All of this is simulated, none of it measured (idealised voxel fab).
The name of this process module is voxel wiring stack.
cross-section cut | 280 nm wide | cells 5 nm
Format of a cross-section: grid, square cells. Given as bands. Order: top down. Band: one or more rows of cells. Quick guide to a band line: top height, bottom height (nm) up front; then every material left to right with its width in nm. Only one material and it's marked "edge to edge"? Then it fills the band edge to edge. And "empty" just means empty space. Height reference: 0 = level under which incoming wafer is all one material. Lowest band: no bottom, runs on downward, e.g. "0 nm and below". So if you see something like "30 to 40" for the width, read it as the top row of the band sitting at the first number and the bottom row at the second, with every row in between moving by the same amount as the last. Take "no alterations made" at face value: in the step it is given for, the cross-section changed in none of its cells. "Closed void inventory" enumerates empty spaces isolated from the top, with no open way to it, that contain at least 8 cells, giving each as width x height at distance from the left edge, all three in nm. The remark found on a step's line after its settings is issued by the simulator itself and pertains to that step. The optional step-line setting "overlay nm" applies to steps with a mask and quantifies how far to the right of its planned location the mask lay, a negative value indicating leftward placement.
# Process steps - plan
1) RECEIVE with material Si
2) CONFORMAL_DEP with material SiO2, thk nm 10
3) CONFORMAL_DEP with material SiN, thk nm 5
4) DIRECTIONAL_DEP with material lowk, thk nm 25
5) PATTERN with tone open, mask id METAL_1, material resist, width nm 25, pitch nm 40, thk nm 20, overlay nm 0
6) DIRECTIONAL_ETCH with etch materials lowk, depth nm 25
7) DIRECTIONAL_ETCH with etch materials SiN, depth nm 5
8) STRIP with etch materials resist
9) CONFORMAL_DEP with material TiN, thk nm 5
10) FILL_DEP with material W, thk nm 5
11) CMP with height nm 40
12) CONFORMAL_DEP with material SiCN, thk nm 5
13) DIRECTIONAL_DEP with material SiO2, thk nm 30
14) PATTERN with tone open, mask id METAL_2_HOLES, material resist, width nm 15, pitch nm 40, thk nm 20, overlay nm 0
15) DIRECTIONAL_ETCH with etch materials SiO2, depth nm 30
16) STRIP with etch materials resist
17) DIRECTIONAL_DEP with material aC, thk nm 15
18) PATTERN with tone open, mask id METAL_2, material resist, width nm 25, pitch nm 40, thk nm 30, overlay nm 0
19) DIRECTIONAL_ETCH with etch materials aC, depth nm 15
20) STRIP with etch materials resist
21) DIRECTIONAL_ETCH with etch materials SiO2, depth nm 15
22) DIRECTIONAL_ETCH with etch materials SiCN, depth nm 5
23) STRIP with etch materials aC
24) CONFORMAL_DEP with material TiN, thk nm 5
25) FILL_DEP with material Cu, thk nm 10
26) CMP with height nm 75
27) CONFORMAL_DEP with material SiCN, thk nm 5
28) DIRECTIONAL_DEP with material lowk, thk nm 25
29) PATTERN with tone open, mask id METAL_3_HOLES, material resist, width nm 15, pitch nm 40, thk nm 20, overlay nm 0
30) DIRECTIONAL_ETCH with etch materials lowk, depth nm 25
31) STRIP with etch materials resist
32) DIRECTIONAL_DEP with material aC, thk nm 10
33) PATTERN with tone open, mask id METAL_3, material resist, width nm 25, pitch nm 40, thk nm 30, overlay nm 0
34) DIRECTIONAL_ETCH with etch materials aC, depth nm 10
35) STRIP with etch materials resist
36) DIRECTIONAL_ETCH with etch materials lowk, depth nm 15
37) DIRECTIONAL_ETCH with etch materials SiCN, depth nm 5
38) STRIP with etch materials aC
39) CONFORMAL_DEP with material TiN, thk nm 5
40) FILL_DEP with material Cu, thk nm 10
41) CMP with height nm 105
42) CONFORMAL_DEP with material SiCN, thk nm 5
# First of the two wafers, run per plan
# Cross-sectional view of the wafer in its as-received condition, corresponding to the state after step 1
0 nm and below | Si edge to edge
Closed void inventory: none
# Sectional view: wafer, after step 2
10 nm to 0 nm | SiO2 edge to edge
Under the height 0 nothing was changed.
# Sectional view: wafer, after step 3
15 nm to 10 nm | SiN edge to edge
Under the height 10 nothing was changed.
# Sectional view: wafer, after step 4
40 nm to 15 nm | lowk edge to edge
Under the height 15 nothing was changed.
# Sectional view: wafer, after step 5
60 nm to 40 nm | 65 nm resist  25 nm empty  15 nm resist  25 nm empty  15 nm resist  25 nm empty  15 nm resist  25 nm empty  70 nm resist
Under the height 40 nothing was changed.
# Sectional view: wafer, after step 6
60 nm to 40 nm | 65 nm resist  25 nm empty  15 nm resist  25 nm empty  15 nm resist  25 nm empty  15 nm resist  25 nm empty  70 nm resist
40 nm to 15 nm | 65 nm lowk  25 nm empty  15 nm lowk  25 nm empty  15 nm lowk  25 nm empty  15 nm lowk  25 nm empty  70 nm lowk
Under the height 15 nothing was changed.
# Sectional view: wafer, after step 7
60 nm to 40 nm | 65 nm resist  25 nm empty  15 nm resist  25 nm empty  15 nm resist  25 nm empty  15 nm resist  25 nm empty  70 nm resist
40 nm to 15 nm | 65 nm lowk  25 nm empty  15 nm lowk  25 nm empty  15 nm lowk  25 nm empty  15 nm lowk  25 nm empty  70 nm lowk
15 nm to 10 nm | 65 nm SiN  25 nm empty  15 nm SiN  25 nm empty  15 nm SiN  25 nm empty  15 nm SiN  25 nm empty  70 nm SiN
Under the height 10 nothing was changed.
# Sectional view: wafer, after step 8
40 nm to 15 nm | 65 nm lowk  25 nm empty  15 nm lowk  25 nm empty  15 nm lowk  25 nm empty  15 nm lowk  25 nm empty  70 nm lowk
Under the height 15 nothing was changed.
# Sectional view: wafer, after step 9
45 nm to 40 nm | 70 nm TiN  15 nm empty  25 nm TiN  15 nm empty  25 nm TiN  15 nm empty  25 nm TiN  15 nm empty  75 nm TiN
40 nm to 15 nm | 65 nm lowk  5 nm TiN  15 nm empty  5 nm TiN  15 nm lowk  5 nm TiN  15 nm empty  5 nm TiN  15 nm lowk  5 nm TiN  15 nm empty  5 nm TiN  15 nm lowk  5 nm TiN  15 nm empty  5 nm TiN  70 nm lowk
15 nm to 10 nm | 65 nm SiN  25 nm TiN  15 nm SiN  25 nm TiN  15 nm SiN  25 nm TiN  15 nm SiN  25 nm TiN  70 nm SiN
Under the height 10 nothing was changed.
# Sectional view: wafer, after step 10
50 nm to 45 nm | W edge to edge
45 nm to 40 nm | 70 nm TiN  15 nm W  25 nm TiN  15 nm W  25 nm TiN  15 nm W  25 nm TiN  15 nm W  75 nm TiN
40 nm to 15 nm | 65 nm lowk  5 nm TiN  15 nm W  5 nm TiN  15 nm lowk  5 nm TiN  15 nm W  5 nm TiN  15 nm lowk  5 nm TiN  15 nm W  5 nm TiN  15 nm lowk  5 nm TiN  15 nm W  5 nm TiN  70 nm lowk
Under the height 15 nothing was changed.
# Sectional view: wafer, after step 11
40 nm to 15 nm | 65 nm lowk  5 nm TiN  15 nm W  5 nm TiN  15 nm lowk  5 nm TiN  15 nm W  5 nm TiN  15 nm lowk  5 nm TiN  15 nm W  5 nm TiN  15 nm lowk  5 nm TiN  15 nm W  5 nm TiN  70 nm lowk
Under the height 15 nothing was changed.
# Sectional view: wafer, after step 12
45 nm to 40 nm | SiCN edge to edge
Under the height 40 nothing was changed.
# Sectional view: wafer, after step 13
75 nm to 45 nm | SiO2 edge to edge
Under the height 45 nothing was changed.
# Sectional view: wafer, after step 14
95 nm to 75 nm | 65 nm resist  15 nm empty  25 nm resist  15 nm empty  25 nm resist  15 nm empty  25 nm resist  15 nm empty  80 nm resist
Under the height 75 nothing was changed.
# Sectional view: wafer, after step 15
95 nm to 75 nm | 65 nm resist  15 nm empty  25 nm resist  15 nm empty  25 nm resist  15 nm empty  25 nm resist  15 nm empty  80 nm resist
75 nm to 45 nm | 65 nm SiO2  15 nm empty  25 nm SiO2  15 nm empty  25 nm SiO2  15 nm empty  25 nm SiO2  15 nm empty  80 nm SiO2
Under the height 45 nothing was changed.
# Sectional view: wafer, after step 16
75 nm to 45 nm | 65 nm SiO2  15 nm empty  25 nm SiO2  15 nm empty  25 nm SiO2  15 nm empty  25 nm SiO2  15 nm empty  80 nm SiO2
Under the height 45 nothing was changed.
# Sectional view: wafer, after step 17
90 nm to 75 nm | 65 nm aC  15 nm empty  25 nm aC  15 nm empty  25 nm aC  15 nm empty  25 nm aC  15 nm empty  80 nm aC
75 nm to 60 nm | 65 nm SiO2  15 nm empty  25 nm SiO2  15 nm empty  25 nm SiO2  15 nm empty  25 nm SiO2  15 nm empty  80 nm SiO2
60 nm to 45 nm | 65 nm SiO2  15 nm aC  25 nm SiO2  15 nm aC  25 nm SiO2  15 nm aC  25 nm SiO2  15 nm aC  80 nm SiO2
Under the height 45 nothing was changed.
# Sectional view: wafer, after step 18
120 nm to 90 nm | 65 nm resist  25 nm empty  15 nm resist  25 nm empty  15 nm resist  25 nm empty  15 nm resist  25 nm empty  70 nm resist
Under the height 90 nothing was changed.
# Sectional view: wafer, after step 19
105 nm to 90 nm | 65 nm resist  25 nm empty  15 nm resist  25 nm empty  15 nm resist  25 nm empty  15 nm resist  25 nm empty  70 nm resist
90 nm to 75 nm | 65 nm aC  25 nm empty  15 nm aC  25 nm empty  15 nm aC  25 nm empty  15 nm aC  25 nm empty  70 nm aC
75 nm to 45 nm | 65 nm SiO2  15 nm empty  25 nm SiO2  15 nm empty  25 nm SiO2  15 nm empty  25 nm SiO2  15 nm empty  80 nm SiO2
Under the height 45 nothing was changed.
# Sectional view: wafer, after step 20
90 nm to 75 nm | 65 nm aC  25 nm empty  15 nm aC  25 nm empty  15 nm aC  25 nm empty  15 nm aC  25 nm empty  70 nm aC
Under the height 75 nothing was changed.
# Sectional view: wafer, after step 21
90 nm to 75 nm | 65 nm aC  25 nm empty  15 nm aC  25 nm empty  15 nm aC  25 nm empty  15 nm aC  25 nm empty  70 nm aC
75 nm to 60 nm | 65 nm SiO2  25 nm empty  15 nm SiO2  25 nm empty  15 nm SiO2  25 nm empty  15 nm SiO2  25 nm empty  70 nm SiO2
Under the height 60 nothing was changed.
# Sectional view: wafer, after step 22
90 nm to 75 nm | 65 nm aC  25 nm empty  15 nm aC  25 nm empty  15 nm aC  25 nm empty  15 nm aC  25 nm empty  70 nm aC
75 nm to 60 nm | 65 nm SiO2  25 nm empty  15 nm SiO2  25 nm empty  15 nm SiO2  25 nm empty  15 nm SiO2  25 nm empty  70 nm SiO2
60 nm to 45 nm | 65 nm SiO2  15 nm empty  25 nm SiO2  15 nm empty  25 nm SiO2  15 nm empty  25 nm SiO2  15 nm empty  80 nm SiO2
45 nm to 40 nm | 65 nm SiCN  15 nm empty  25 nm SiCN  15 nm empty  25 nm SiCN  15 nm empty  25 nm SiCN  15 nm empty  80 nm SiCN
Under the height 40 nothing was changed.
# Sectional view: wafer, after step 23
75 nm to 60 nm | 65 nm SiO2  25 nm empty  15 nm SiO2  25 nm empty  15 nm SiO2  25 nm empty  15 nm SiO2  25 nm empty  70 nm SiO2
Under the height 60 nothing was changed.
# Sectional view: wafer, after step 24
80 nm to 75 nm | 70 nm TiN  15 nm empty  25 nm TiN  15 nm empty  25 nm TiN  15 nm empty  25 nm TiN  15 nm empty  75 nm TiN
75 nm to 65 nm | 65 nm SiO2  5 nm TiN  15 nm empty  5 nm TiN  15 nm SiO2  5 nm TiN  15 nm empty  5 nm TiN  15 nm SiO2  5 nm TiN  15 nm empty  5 nm TiN  15 nm SiO2  5 nm TiN  15 nm empty  5 nm TiN  70 nm SiO2
65 nm to 60 nm | 65 nm SiO2  5 nm TiN  5 nm empty  15 nm TiN  15 nm SiO2  5 nm TiN  5 nm empty  15 nm TiN  15 nm SiO2  5 nm TiN  5 nm empty  15 nm TiN  15 nm SiO2  5 nm TiN  5 nm empty  15 nm TiN  70 nm SiO2
60 nm to 45 nm | 65 nm SiO2  5 nm TiN  5 nm empty  5 nm TiN  25 nm SiO2  5 nm TiN  5 nm empty  5 nm TiN  25 nm SiO2  5 nm TiN  5 nm empty  5 nm TiN  25 nm SiO2  5 nm TiN  5 nm empty  5 nm TiN  80 nm SiO2
45 nm to 40 nm | 65 nm SiCN  15 nm TiN  25 nm SiCN  15 nm TiN  25 nm SiCN  15 nm TiN  25 nm SiCN  15 nm TiN  80 nm SiCN
Under the height 40 nothing was changed.
# Sectional view: wafer, after step 25
90 nm to 80 nm | Cu edge to edge
80 nm to 75 nm | 70 nm TiN  15 nm Cu  25 nm TiN  15 nm Cu  25 nm TiN  15 nm Cu  25 nm TiN  15 nm Cu  75 nm TiN
75 nm to 65 nm | 65 nm SiO2  5 nm TiN  15 nm Cu  5 nm TiN  15 nm SiO2  5 nm TiN  15 nm Cu  5 nm TiN  15 nm SiO2  5 nm TiN  15 nm Cu  5 nm TiN  15 nm SiO2  5 nm TiN  15 nm Cu  5 nm TiN  70 nm SiO2
65 nm to 60 nm | 65 nm SiO2  5 nm TiN  5 nm Cu  15 nm TiN  15 nm SiO2  5 nm TiN  5 nm Cu  15 nm TiN  15 nm SiO2  5 nm TiN  5 nm Cu  15 nm TiN  15 nm SiO2  5 nm TiN  5 nm Cu  15 nm TiN  70 nm SiO2
60 nm to 45 nm | 65 nm SiO2  5 nm TiN  5 nm Cu  5 nm TiN  25 nm SiO2  5 nm TiN  5 nm Cu  5 nm TiN  25 nm SiO2  5 nm TiN  5 nm Cu  5 nm TiN  25 nm SiO2  5 nm TiN  5 nm Cu  5 nm TiN  80 nm SiO2
Under the height 45 nothing was changed.
# Sectional view: wafer, after step 26
75 nm to 65 nm | 65 nm SiO2  5 nm TiN  15 nm Cu  5 nm TiN  15 nm SiO2  5 nm TiN  15 nm Cu  5 nm TiN  15 nm SiO2  5 nm TiN  15 nm Cu  5 nm TiN  15 nm SiO2  5 nm TiN  15 nm Cu  5 nm TiN  70 nm SiO2
Under the height 65 nothing was changed.
# Sectional view: wafer, after step 27
80 nm to 75 nm | SiCN edge to edge
Under the height 75 nothing was changed.
# Sectional view: wafer, after step 28
105 nm to 80 nm | lowk edge to edge
Under the height 80 nothing was changed.
# Sectional view: wafer, after step 29
125 nm to 105 nm | 65 nm resist  15 nm empty  25 nm resist  15 nm empty  25 nm resist  15 nm empty  25 nm resist  15 nm empty  80 nm resist
Under the height 105 nothing was changed.
# Sectional view: wafer, after step 30
125 nm to 105 nm | 65 nm resist  15 nm empty  25 nm resist  15 nm empty  25 nm resist  15 nm empty  25 nm resist  15 nm empty  80 nm resist
105 nm to 80 nm | 65 nm lowk  15 nm empty  25 nm lowk  15 nm empty  25 nm lowk  15 nm empty  25 nm lowk  15 nm empty  80 nm lowk
Under the height 80 nothing was changed.
# Sectional view: wafer, after step 31
105 nm to 80 nm | 65 nm lowk  15 nm empty  25 nm lowk  15 nm empty  25 nm lowk  15 nm empty  25 nm lowk  15 nm empty  80 nm lowk
Under the height 80 nothing was changed.
# Sectional view: wafer, after step 32
115 nm to 105 nm | 65 nm aC  15 nm empty  25 nm aC  15 nm empty  25 nm aC  15 nm empty  25 nm aC  15 nm empty  80 nm aC
105 nm to 90 nm | 65 nm lowk  15 nm empty  25 nm lowk  15 nm empty  25 nm lowk  15 nm empty  25 nm lowk  15 nm empty  80 nm lowk
90 nm to 80 nm | 65 nm lowk  15 nm aC  25 nm lowk  15 nm aC  25 nm lowk  15 nm aC  25 nm lowk  15 nm aC  80 nm lowk
Under the height 80 nothing was changed.
# Sectional view: wafer, after step 33
145 nm to 115 nm | 65 nm resist  25 nm empty  15 nm resist  25 nm empty  15 nm resist  25 nm empty  15 nm resist  25 nm empty  70 nm resist
Under the height 115 nothing was changed.
# Sectional view: wafer, after step 34
135 nm to 115 nm | 65 nm resist  25 nm empty  15 nm resist  25 nm empty  15 nm resist  25 nm empty  15 nm resist  25 nm empty  70 nm resist
115 nm to 105 nm | 65 nm aC  25 nm empty  15 nm aC  25 nm empty  15 nm aC  25 nm empty  15 nm aC  25 nm empty  70 nm aC
105 nm to 80 nm | 65 nm lowk  15 nm empty  25 nm lowk  15 nm empty  25 nm lowk  15 nm empty  25 nm lowk  15 nm empty  80 nm lowk
Under the height 80 nothing was changed.
# Sectional view: wafer, after step 35
115 nm to 105 nm | 65 nm aC  25 nm empty  15 nm aC  25 nm empty  15 nm aC  25 nm empty  15 nm aC  25 nm empty  70 nm aC
Under the height 105 nothing was changed.
# Sectional view: wafer, after step 36
115 nm to 105 nm | 65 nm aC  25 nm empty  15 nm aC  25 nm empty  15 nm aC  25 nm empty  15 nm aC  25 nm empty  70 nm aC
105 nm to 90 nm | 65 nm lowk  25 nm empty  15 nm lowk  25 nm empty  15 nm lowk  25 nm empty  15 nm lowk  25 nm empty  70 nm lowk
Under the height 90 nothing was changed.
# Sectional view: wafer, after step 37
115 nm to 105 nm | 65 nm aC  25 nm empty  15 nm aC  25 nm empty  15 nm aC  25 nm empty  15 nm aC  25 nm empty  70 nm aC
105 nm to 90 nm | 65 nm lowk  25 nm empty  15 nm lowk  25 nm empty  15 nm lowk  25 nm empty  15 nm lowk  25 nm empty  70 nm lowk
90 nm to 80 nm | 65 nm lowk  15 nm empty  25 nm lowk  15 nm empty  25 nm lowk  15 nm empty  25 nm lowk  15 nm empty  80 nm lowk
80 nm to 75 nm | 65 nm SiCN  15 nm empty  25 nm SiCN  15 nm empty  25 nm SiCN  15 nm empty  25 nm SiCN  15 nm empty  80 nm SiCN
Under the height 75 nothing was changed.
# Sectional view: wafer, after step 38
105 nm to 90 nm | 65 nm lowk  25 nm empty  15 nm lowk  25 nm empty  15 nm lowk  25 nm empty  15 nm lowk  25 nm empty  70 nm lowk
Under the height 90 nothing was changed.
# Sectional view: wafer, after step 39
110 nm to 105 nm | 70 nm TiN  15 nm empty  25 nm TiN  15 nm empty  25 nm TiN  15 nm empty  25 nm TiN  15 nm empty  75 nm TiN
105 nm to 95 nm | 65 nm lowk  5 nm TiN  15 nm empty  5 nm TiN  15 nm lowk  5 nm TiN  15 nm empty  5 nm TiN  15 nm lowk  5 nm TiN  15 nm empty  5 nm TiN  15 nm lowk  5 nm TiN  15 nm empty  5 nm TiN  70 nm lowk
95 nm to 90 nm | 65 nm lowk  5 nm TiN  5 nm empty  15 nm TiN  15 nm lowk  5 nm TiN  5 nm empty  15 nm TiN  15 nm lowk  5 nm TiN  5 nm empty  15 nm TiN  15 nm lowk  5 nm TiN  5 nm empty  15 nm TiN  70 nm lowk
90 nm to 80 nm | 65 nm lowk  5 nm TiN  5 nm empty  5 nm TiN  25 nm lowk  5 nm TiN  5 nm empty  5 nm TiN  25 nm lowk  5 nm TiN  5 nm empty  5 nm TiN  25 nm lowk  5 nm TiN  5 nm empty  5 nm TiN  80 nm lowk
80 nm to 75 nm | 65 nm SiCN  15 nm TiN  25 nm SiCN  15 nm TiN  25 nm SiCN  15 nm TiN  25 nm SiCN  15 nm TiN  80 nm SiCN
Under the height 75 nothing was changed.
# Sectional view: wafer, after step 40
120 nm to 110 nm | Cu edge to edge
110 nm to 105 nm | 70 nm TiN  15 nm Cu  25 nm TiN  15 nm Cu  25 nm TiN  15 nm Cu  25 nm TiN  15 nm Cu  75 nm TiN
105 nm to 95 nm | 65 nm lowk  5 nm TiN  15 nm Cu  5 nm TiN  15 nm lowk  5 nm TiN  15 nm Cu  5 nm TiN  15 nm lowk  5 nm TiN  15 nm Cu  5 nm TiN  15 nm lowk  5 nm TiN  15 nm Cu  5 nm TiN  70 nm lowk
95 nm to 90 nm | 65 nm lowk  5 nm TiN  5 nm Cu  15 nm TiN  15 nm lowk  5 nm TiN  5 nm Cu  15 nm TiN  15 nm lowk  5 nm TiN  5 nm Cu  15 nm TiN  15 nm lowk  5 nm TiN  5 nm Cu  15 nm TiN  70 nm lowk
90 nm to 80 nm | 65 nm lowk  5 nm TiN  5 nm Cu  5 nm TiN  25 nm lowk  5 nm TiN  5 nm Cu  5 nm TiN  25 nm lowk  5 nm TiN  5 nm Cu  5 nm TiN  25 nm lowk  5 nm TiN  5 nm Cu  5 nm TiN  80 nm lowk
Under the height 80 nothing was changed.
# Sectional view: wafer, after step 41
105 nm to 95 nm | 65 nm lowk  5 nm TiN  15 nm Cu  5 nm TiN  15 nm lowk  5 nm TiN  15 nm Cu  5 nm TiN  15 nm lowk  5 nm TiN  15 nm Cu  5 nm TiN  15 nm lowk  5 nm TiN  15 nm Cu  5 nm TiN  70 nm lowk
Under the height 95 nothing was changed.
# Sectional view: wafer, after step 42
110 nm to 105 nm | SiCN edge to edge
Under the height 105 nothing was changed.
# The Second Wafer: Common Origin and Plan, One Mistake in Execution, Identical to the First Through Step 25
Second wafer: cross-section at the scheduled end of step 26: no alterations made
# Second wafer: cross-section at the scheduled end of step 27
95 nm to 90 nm | SiCN edge to edge
Under the height 90 nothing was changed.
# Second wafer: cross-section at the scheduled end of step 28
120 nm to 95 nm | lowk edge to edge
Under the height 95 nothing was changed.
# Second wafer: cross-section at the scheduled end of step 29
140 nm to 120 nm | 65 nm resist  15 nm empty  25 nm resist  15 nm empty  25 nm resist  15 nm empty  25 nm resist  15 nm empty  80 nm resist
Under the height 120 nothing was changed.
# Second wafer: cross-section at the scheduled end of step 30
140 nm to 120 nm | 65 nm resist  15 nm empty  25 nm resist  15 nm empty  25 nm resist  15 nm empty  25 nm resist  15 nm empty  80 nm resist
120 nm to 95 nm | 65 nm lowk  15 nm empty  25 nm lowk  15 nm empty  25 nm lowk  15 nm empty  25 nm lowk  15 nm empty  80 nm lowk
Under the height 95 nothing was changed.
# Second wafer: cross-section at the scheduled end of step 31
120 nm to 95 nm | 65 nm lowk  15 nm empty  25 nm lowk  15 nm empty  25 nm lowk  15 nm empty  25 nm lowk  15 nm empty  80 nm lowk
Under the height 95 nothing was changed.
# Second wafer: cross-section at the scheduled end of step 32
130 nm to 120 nm | 65 nm aC  15 nm empty  25 nm aC  15 nm empty  25 nm aC  15 nm empty  25 nm aC  15 nm empty  80 nm aC
120 nm to 105 nm | 65 nm lowk  15 nm empty  25 nm lowk  15 nm empty  25 nm lowk  15 nm empty  25 nm lowk  15 nm empty  80 nm lowk
105 nm to 95 nm | 65 nm lowk  15 nm aC  25 nm lowk  15 nm aC  25 nm lowk  15 nm aC  25 nm lowk  15 nm aC  80 nm lowk
Under the height 95 nothing was changed.
# Second wafer: cross-section at the scheduled end of step 33
160 nm to 130 nm | 65 nm resist  25 nm empty  15 nm resist  25 nm empty  15 nm resist  25 nm empty  15 nm resist  25 nm empty  70 nm resist
Under the height 130 nothing was changed.
# Second wafer: cross-section at the scheduled end of step 34
150 nm to 130 nm | 65 nm resist  25 nm empty  15 nm resist  25 nm empty  15 nm resist  25 nm empty  15 nm resist  25 nm empty  70 nm resist
130 nm to 120 nm | 65 nm aC  25 nm empty  15 nm aC  25 nm empty  15 nm aC  25 nm empty  15 nm aC  25 nm empty  70 nm aC
120 nm to 95 nm | 65 nm lowk  15 nm empty  25 nm lowk  15 nm empty  25 nm lowk  15 nm empty  25 nm lowk  15 nm empty  80 nm lowk
Under the height 95 nothing was changed.
# Second wafer: cross-section at the scheduled end of step 35
130 nm to 120 nm | 65 nm aC  25 nm empty  15 nm aC  25 nm empty  15 nm aC  25 nm empty  15 nm aC  25 nm empty  70 nm aC
Under the height 120 nothing was changed.
# Second wafer: cross-section at the scheduled end of step 36
130 nm to 120 nm | 65 nm aC  25 nm empty  15 nm aC  25 nm empty  15 nm aC  25 nm empty  15 nm aC  25 nm empty  70 nm aC
120 nm to 105 nm | 65 nm lowk  25 nm empty  15 nm lowk  25 nm empty  15 nm lowk  25 nm empty  15 nm lowk  25 nm empty  70 nm lowk
Under the height 105 nothing was changed.
# Second wafer: cross-section at the scheduled end of step 37
130 nm to 120 nm | 65 nm aC  25 nm empty  15 nm aC  25 nm empty  15 nm aC  25 nm empty  15 nm aC  25 nm empty  70 nm aC
120 nm to 105 nm | 65 nm lowk  25 nm empty  15 nm lowk  25 nm empty  15 nm lowk  25 nm empty  15 nm lowk  25 nm empty  70 nm lowk
105 nm to 95 nm | 65 nm lowk  15 nm empty  25 nm lowk  15 nm empty  25 nm lowk  15 nm empty  25 nm lowk  15 nm empty  80 nm lowk
95 nm to 90 nm | 65 nm SiCN  15 nm empty  25 nm SiCN  15 nm empty  25 nm SiCN  15 nm empty  25 nm SiCN  15 nm empty  80 nm SiCN
Under the height 90 nothing was changed.
# Second wafer: cross-section at the scheduled end of step 38
120 nm to 105 nm | 65 nm lowk  25 nm empty  15 nm lowk  25 nm empty  15 nm lowk  25 nm empty  15 nm lowk  25 nm empty  70 nm lowk
Under the height 105 nothing was changed.
# Second wafer: cross-section at the scheduled end of step 39
125 nm to 120 nm | 70 nm TiN  15 nm empty  25 nm TiN  15 nm empty  25 nm TiN  15 nm empty  25 nm TiN  15 nm empty  75 nm TiN
120 nm to 110 nm | 65 nm lowk  5 nm TiN  15 nm empty  5 nm TiN  15 nm lowk  5 nm TiN  15 nm empty  5 nm TiN  15 nm lowk  5 nm TiN  15 nm empty  5 nm TiN  15 nm lowk  5 nm TiN  15 nm empty  5 nm TiN  70 nm lowk
110 nm to 105 nm | 65 nm lowk  5 nm TiN  5 nm empty  15 nm TiN  15 nm lowk  5 nm TiN  5 nm empty  15 nm TiN  15 nm lowk  5 nm TiN  5 nm empty  15 nm TiN  15 nm lowk  5 nm TiN  5 nm empty  15 nm TiN  70 nm lowk
105 nm to 95 nm | 65 nm lowk  5 nm TiN  5 nm empty  5 nm TiN  25 nm lowk  5 nm TiN  5 nm empty  5 nm TiN  25 nm lowk  5 nm TiN  5 nm empty  5 nm TiN  25 nm lowk  5 nm TiN  5 nm empty  5 nm TiN  80 nm lowk
95 nm to 90 nm | 65 nm SiCN  15 nm TiN  25 nm SiCN  15 nm TiN  25 nm SiCN  15 nm TiN  25 nm SiCN  15 nm TiN  80 nm SiCN
Under the height 90 nothing was changed.
# Second wafer: cross-section at the scheduled end of step 40
135 nm to 125 nm | Cu edge to edge
125 nm to 120 nm | 70 nm TiN  15 nm Cu  25 nm TiN  15 nm Cu  25 nm TiN  15 nm Cu  25 nm TiN  15 nm Cu  75 nm TiN
120 nm to 110 nm | 65 nm lowk  5 nm TiN  15 nm Cu  5 nm TiN  15 nm lowk  5 nm TiN  15 nm Cu  5 nm TiN  15 nm lowk  5 nm TiN  15 nm Cu  5 nm TiN  15 nm lowk  5 nm TiN  15 nm Cu  5 nm TiN  70 nm lowk
110 nm to 105 nm | 65 nm lowk  5 nm TiN  5 nm Cu  15 nm TiN  15 nm lowk  5 nm TiN  5 nm Cu  15 nm TiN  15 nm lowk  5 nm TiN  5 nm Cu  15 nm TiN  15 nm lowk  5 nm TiN  5 nm Cu  15 nm TiN  70 nm lowk
105 nm to 95 nm | 65 nm lowk  5 nm TiN  5 nm Cu  5 nm TiN  25 nm lowk  5 nm TiN  5 nm Cu  5 nm TiN  25 nm lowk  5 nm TiN  5 nm Cu  5 nm TiN  25 nm lowk  5 nm TiN  5 nm Cu  5 nm TiN  80 nm lowk
Under the height 95 nothing was changed.
# Second wafer: cross-section at the scheduled end of step 41
105 nm to 95 nm | 65 nm lowk  5 nm TiN  5 nm Cu  5 nm TiN  25 nm lowk  5 nm TiN  5 nm Cu  5 nm TiN  25 nm lowk  5 nm TiN  5 nm Cu  5 nm TiN  25 nm lowk  5 nm TiN  5 nm Cu  5 nm TiN  80 nm lowk
Under the height 95 nothing was changed.
# Second wafer: cross-section at the scheduled end of step 42
110 nm to 105 nm | SiCN edge to edge
Under the height 105 nothing was changed.
Plan not followed: step 26 of the plan was excluded from execution and never run
Final tally in cells, some materials are higher or lower on the second wafer than on the first: 96 more of Cu | 12 more of TiN | 108 fewer of lowk
